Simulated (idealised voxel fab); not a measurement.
process module | voxel self aligned contacts
cross-section cut | 220 nm wide | cells 5 nm
A cross-section is a grid of square cells, given in bands from the top down. A band is one or more rows of cells.
Each band's line starts with the height of the band's top and of its bottom, in nm. Then come its materials from left to right, each with its width in nm. One material with "throughout" fills the band from edge to edge. "air" is empty space.
Height 0 is the level under which the wafer as received is all one material. The lowest band goes on downwards, as in "0 down".
A width such as "30 to 40" changes by the same amount from each row of cells to the next, from the band's top row to its bottom row.
"no change" after a step means that no cell of the cross-section changed.
closed voids: empty space of 8 cells or more with no open way to the top, each as width x height at its distance from the left edge, in nm
after a step's settings: what the simulator itself notes on the step
overlay nm, on a step with a mask: how far to the right of its planned place the mask lay; to the left if negative
plan
1 op RECEIVE | material Si
2 op OXIDIZE | depth nm 5
3 op DIRECTIONAL_DEP | material polySi | thk nm 25
4 op DIRECTIONAL_DEP | material SiN | thk nm 20
5 op PATTERN | tone cover | mask id GATE | material resist | width nm 25 | pitch nm 55 | thk nm 20 | overlay nm 0
6 op DIRECTIONAL_ETCH | etch materials SiN | depth nm 20
7 op DIRECTIONAL_ETCH | etch materials polySi | depth nm 25
8 op STRIP | etch materials resist
9 op CONFORMAL_DEP | material SiN | thk nm 5
10 op DIRECTIONAL_ETCH | etch materials SiN | depth nm 5
11 op FILL_DEP | material SiO2 | thk nm 15
12 op CMP | height nm 50
13 op PATTERN | tone open | mask id CONTACT | material resist | width nm 40 | thk nm 20 | overlay nm 0
14 op DIRECTIONAL_ETCH | etch materials SiO2 | depth nm 55
15 op STRIP | etch materials resist
16 op CONFORMAL_DEP | material TiN | thk nm 5
17 op FILL_DEP | material Ru | thk nm 10
18 op CMP | height nm 50
19 op CONFORMAL_DEP | material SiN | thk nm 5
first wafer, as planned
as received, after step 1
  0 down: Si throughout
  closed voids: none
after step 2
  0 to -5: SiO2 throughout
  below -5: unchanged
after step 3
  25 to 0: polySi throughout
  below 0: unchanged
after step 4
  45 to 25: SiN throughout
  below 25: unchanged
after step 5
  65 to 45: air 70 | resist 25 | air 30 | resist 25 | air 70
  below 45: unchanged
after step 6
  65 to 45: air 70 | resist 25 | air 30 | resist 25 | air 70
  45 to 25: air 70 | SiN 25 | air 30 | SiN 25 | air 70
  below 25: unchanged
after step 7
  65 to 45: air 70 | resist 25 | air 30 | resist 25 | air 70
  45 to 25: air 70 | SiN 25 | air 30 | SiN 25 | air 70
  25 to 0: air 70 | polySi 25 | air 30 | polySi 25 | air 70
  below 0: unchanged
after step 8
  45 to 25: air 70 | SiN 25 | air 30 | SiN 25 | air 70
  below 25: unchanged
after step 9
  50 to 25: air 65 | SiN 35 | air 20 | SiN 35 | air 65
  25 to 5: air 65 | SiN 5 | polySi 25 | SiN 5 | air 20 | SiN 5 | polySi 25 | SiN 5 | air 65
  5 to 0: SiN 70 | polySi 25 | SiN 30 | polySi 25 | SiN 70
  below 0: unchanged
after step 10
  45 to 25: air 65 | SiN 35 | air 20 | SiN 35 | air 65
  25 to 0: air 65 | SiN 5 | polySi 25 | SiN 5 | air 20 | SiN 5 | polySi 25 | SiN 5 | air 65
  below 0: unchanged
after step 11
  60 to 45: SiO2 throughout
  45 to 25: SiO2 65 | SiN 35 | SiO2 20 | SiN 35 | SiO2 65
  25 to 0: SiO2 65 | SiN 5 | polySi 25 | SiN 5 | SiO2 20 | SiN 5 | polySi 25 | SiN 5 | SiO2 65
  below 0: unchanged
after step 12
  50 to 45: SiO2 throughout
  below 45: unchanged
after step 13
  70 to 50: resist 90 | air 40 | resist 90
  below 50: unchanged
after step 14
  70 to 50: resist 90 | air 40 | resist 90
  50 to 45: SiO2 90 | air 40 | SiO2 90
  45 to 25: SiO2 65 | SiN 35 | air 20 | SiN 35 | SiO2 65
  25 to 0: SiO2 65 | SiN 5 | polySi 25 | SiN 5 | air 20 | SiN 5 | polySi 25 | SiN 5 | SiO2 65
  0 to -5: SiO2 100 | air 20 | SiO2 100
  below -5: unchanged
after step 15
  50 to 45: SiO2 90 | air 40 | SiO2 90
  below 45: unchanged
after step 16
  55 to 50: TiN 95 | air 30 | TiN 95
  50 to 45: SiO2 90 | TiN 15 | air 10 | TiN 15 | SiO2 90
  45 to 25: SiO2 65 | SiN 35 | TiN 5 | air 10 | TiN 5 | SiN 35 | SiO2 65
  25 to 0: SiO2 65 | SiN 5 | polySi 25 | SiN 5 | TiN 5 | air 10 | TiN 5 | SiN 5 | polySi 25 | SiN 5 | SiO2 65
  0 to -5: SiO2 100 | TiN 20 | SiO2 100
  below -5: unchanged
after step 17
  65 to 55: Ru throughout
  55 to 50: TiN 95 | Ru 30 | TiN 95
  50 to 45: SiO2 90 | TiN 15 | Ru 10 | TiN 15 | SiO2 90
  45 to 25: SiO2 65 | SiN 35 | TiN 5 | Ru 10 | TiN 5 | SiN 35 | SiO2 65
  25 to 0: SiO2 65 | SiN 5 | polySi 25 | SiN 5 | TiN 5 | Ru 10 | TiN 5 | SiN 5 | polySi 25 | SiN 5 | SiO2 65
  below 0: unchanged
after step 18
  50 to 45: SiO2 90 | TiN 15 | Ru 10 | TiN 15 | SiO2 90
  below 45: unchanged
after step 19
  55 to 50: SiN throughout
  below 50: unchanged
second wafer: like start, like plan, one mistake. Through step 2 it matches the first wafer
when step 3 should have ended
  30 to 0: polySi throughout
  below 0: unchanged
when step 4 should have ended
  50 to 30: SiN throughout
  below 30: unchanged
when step 5 should have ended
  70 to 50: air 70 | resist 25 | air 30 | resist 25 | air 70
  below 50: unchanged
when step 6 should have ended
  70 to 50: air 70 | resist 25 | air 30 | resist 25 | air 70
  50 to 30: air 70 | SiN 25 | air 30 | SiN 25 | air 70
  below 30: unchanged
when step 7 should have ended
  70 to 50: air 70 | resist 25 | air 30 | resist 25 | air 70
  50 to 30: air 70 | SiN 25 | air 30 | SiN 25 | air 70
  30 to 5: air 70 | polySi 25 | air 30 | polySi 25 | air 70
  below 5: unchanged
when step 8 should have ended
  50 to 30: air 70 | SiN 25 | air 30 | SiN 25 | air 70
  below 30: unchanged
when step 9 should have ended
  55 to 30: air 65 | SiN 35 | air 20 | SiN 35 | air 65
  30 to 10: air 65 | SiN 5 | polySi 25 | SiN 5 | air 20 | SiN 5 | polySi 25 | SiN 5 | air 65
  10 to 5: SiN 70 | polySi 25 | SiN 30 | polySi 25 | SiN 70
  below 5: unchanged
when step 10 should have ended
  50 to 30: air 65 | SiN 35 | air 20 | SiN 35 | air 65
  30 to 5: air 65 | SiN 5 | polySi 25 | SiN 5 | air 20 | SiN 5 | polySi 25 | SiN 5 | air 65
  below 5: unchanged
when step 11 should have ended
  65 to 50: SiO2 throughout
  50 to 30: SiO2 65 | SiN 35 | SiO2 20 | SiN 35 | SiO2 65
  30 to 5: SiO2 65 | SiN 5 | polySi 25 | SiN 5 | SiO2 20 | SiN 5 | polySi 25 | SiN 5 | SiO2 65
  below 5: unchanged
when step 12 should have ended
  50 to 30: SiO2 65 | SiN 35 | SiO2 20 | SiN 35 | SiO2 65
  below 30: unchanged
when step 13 should have ended
  70 to 50: resist 90 | air 40 | resist 90
  below 50: unchanged
when step 14 should have ended
  70 to 50: resist 90 | air 40 | resist 90
  50 to 30: SiO2 65 | SiN 35 | air 20 | SiN 35 | SiO2 65
  30 to 5: SiO2 65 | SiN 5 | polySi 25 | SiN 5 | air 20 | SiN 5 | polySi 25 | SiN 5 | SiO2 65
  below 5: unchanged
when step 15 should have ended
  50 to 30: SiO2 65 | SiN 35 | air 20 | SiN 35 | SiO2 65
  below 30: unchanged
when step 16 should have ended
  55 to 50: TiN 105 | air 10 | TiN 105
  50 to 30: SiO2 65 | SiN 35 | TiN 5 | air 10 | TiN 5 | SiN 35 | SiO2 65
  30 to 10: SiO2 65 | SiN 5 | polySi 25 | SiN 5 | TiN 5 | air 10 | TiN 5 | SiN 5 | polySi 25 | SiN 5 | SiO2 65
  10 to 5: SiO2 65 | SiN 5 | polySi 25 | SiN 5 | TiN 20 | SiN 5 | polySi 25 | SiN 5 | SiO2 65
  below 5: unchanged
when step 17 should have ended
  65 to 55: Ru throughout
  55 to 50: TiN 105 | Ru 10 | TiN 105
  50 to 30: SiO2 65 | SiN 35 | TiN 5 | Ru 10 | TiN 5 | SiN 35 | SiO2 65
  30 to 10: SiO2 65 | SiN 5 | polySi 25 | SiN 5 | TiN 5 | Ru 10 | TiN 5 | SiN 5 | polySi 25 | SiN 5 | SiO2 65
  below 10: unchanged
when step 18 should have ended
  50 to 30: SiO2 65 | SiN 35 | TiN 5 | Ru 10 | TiN 5 | SiN 35 | SiO2 65
  below 30: unchanged
when step 19 should have ended
  55 to 50: SiN throughout
  below 50: unchanged
what went wrong: step 3 ran as: op DIRECTIONAL_DEP | material polySi | thk nm 30
at the end the second wafer has, in cells: 4 fewer of Ru | 32 fewer of SiO2 | 8 fewer of TiN | 44 more of polySi
